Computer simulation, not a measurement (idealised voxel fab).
process module | voxel wiring stack
cross-section cut | 165 nm wide | cells 5 nm
A cross-section is a grid of square cells, given in bands from the top down. A band is one or more rows of cells.
Each band's line starts with the height of the band's top and of its bottom, in nm. Then come its materials from left to right, each with its width in nm. One material with "throughout" fills the band from edge to edge. "air" is empty space.
Height 0 is the level under which the wafer as received is all one material. The lowest band goes on downwards, as in "0 down".
A width such as "30 to 40" changes by the same amount from each row of cells to the next, from the band's top row to its bottom row.
"no change" after a step means that no cell of the cross-section changed.
closed voids: empty space of 8 cells or more with no open way to the top, each as width x height at its distance from the left edge, in nm
after a step's settings: what the simulator itself notes on the step
overlay nm, on a step with a mask: how far to the right of its planned place the mask lay; to the left if negative
plan
1 op RECEIVE | material Si
2 op CONFORMAL_DEP | material SiO2 | thk nm 10
3 op DIRECTIONAL_DEP | material TiN | thk nm 5
4 op DIRECTIONAL_DEP | material Ru | thk nm 25
5 op DIRECTIONAL_DEP | material aC | thk nm 15
6 op PATTERN | tone cover | mask id METAL_1 | material resist | width nm 25 | pitch nm 45 | thk nm 35 | overlay nm 0
7 op DIRECTIONAL_ETCH | etch materials aC | depth nm 15
8 op STRIP | etch materials resist
9 op DIRECTIONAL_ETCH | etch materials Ru | depth nm 25
10 op DIRECTIONAL_ETCH | etch materials TiN | depth nm 5
11 op STRIP | etch materials aC
12 op FILL_DEP | material SiO2 | thk nm 5
13 op CMP | height nm 40
14 op CONFORMAL_DEP | material SiCN | thk nm 5
15 op DIRECTIONAL_DEP | material SiO2 | thk nm 15
16 op DIRECTIONAL_DEP | material aC | thk nm 10
17 op PATTERN | tone open | mask id PLUG_1 | material resist | width nm 15 | thk nm 30 | overlay nm 0
18 op DIRECTIONAL_ETCH | etch materials aC | depth nm 10
19 op STRIP | etch materials resist
20 op DIRECTIONAL_ETCH | etch materials SiO2 | depth nm 15
21 op DIRECTIONAL_ETCH | etch materials SiCN | depth nm 5
22 op STRIP | etch materials aC
23 op CONFORMAL_DEP | material TiN | thk nm 5
24 op FILL_DEP | material W | thk nm 10
25 op CMP | height nm 60
26 op DIRECTIONAL_DEP | material TiN | thk nm 5
27 op DIRECTIONAL_DEP | material W | thk nm 20
28 op DIRECTIONAL_DEP | material aC | thk nm 10
29 op PATTERN | tone cover | mask id METAL_2 | material resist | width nm 25 | pitch nm 45 | thk nm 30 | overlay nm 0
30 op DIRECTIONAL_ETCH | etch materials aC | depth nm 10
31 op STRIP | etch materials resist
32 op DIRECTIONAL_ETCH | etch materials W | depth nm 20
33 op DIRECTIONAL_ETCH | etch materials TiN | depth nm 5
34 op STRIP | etch materials aC
35 op CONFORMAL_DEP | material SiCN | thk nm 5
36 op FILL_DEP | material SiO2 | thk nm 5
37 op CMP | height nm 85
38 op CONFORMAL_DEP | material SiCN | thk nm 5
as received, after step 1
  0 down: Si throughout
  closed voids: none
a wafer at the end: this start, this plan, one mistake
  90 to 85: SiCN throughout
  85 to 65: SiO2 40 | SiCN 5 | W 25 | SiCN 5 | SiO2 10 | SiCN 5 | W 25 | SiCN 5 | SiO2 45
  65 to 60: SiCN 45 | TiN 25 | SiCN 20 | TiN 25 | SiCN 50
  60 to 45: SiO2 45 | TiN 5 | W 5 | TiN 5 | SiO2 105
  45 to 40: SiCN 45 | TiN 15 | SiCN 105
  40 to 35: SiO2 45 | TiN 25 | SiO2 20 | TiN 25 | SiO2 50
  35 to 10: Ru throughout
  10 to 0: SiO2 throughout
  0 down: Si throughout
  closed voids: none
what went wrong: steps 3 and 4 were swapped
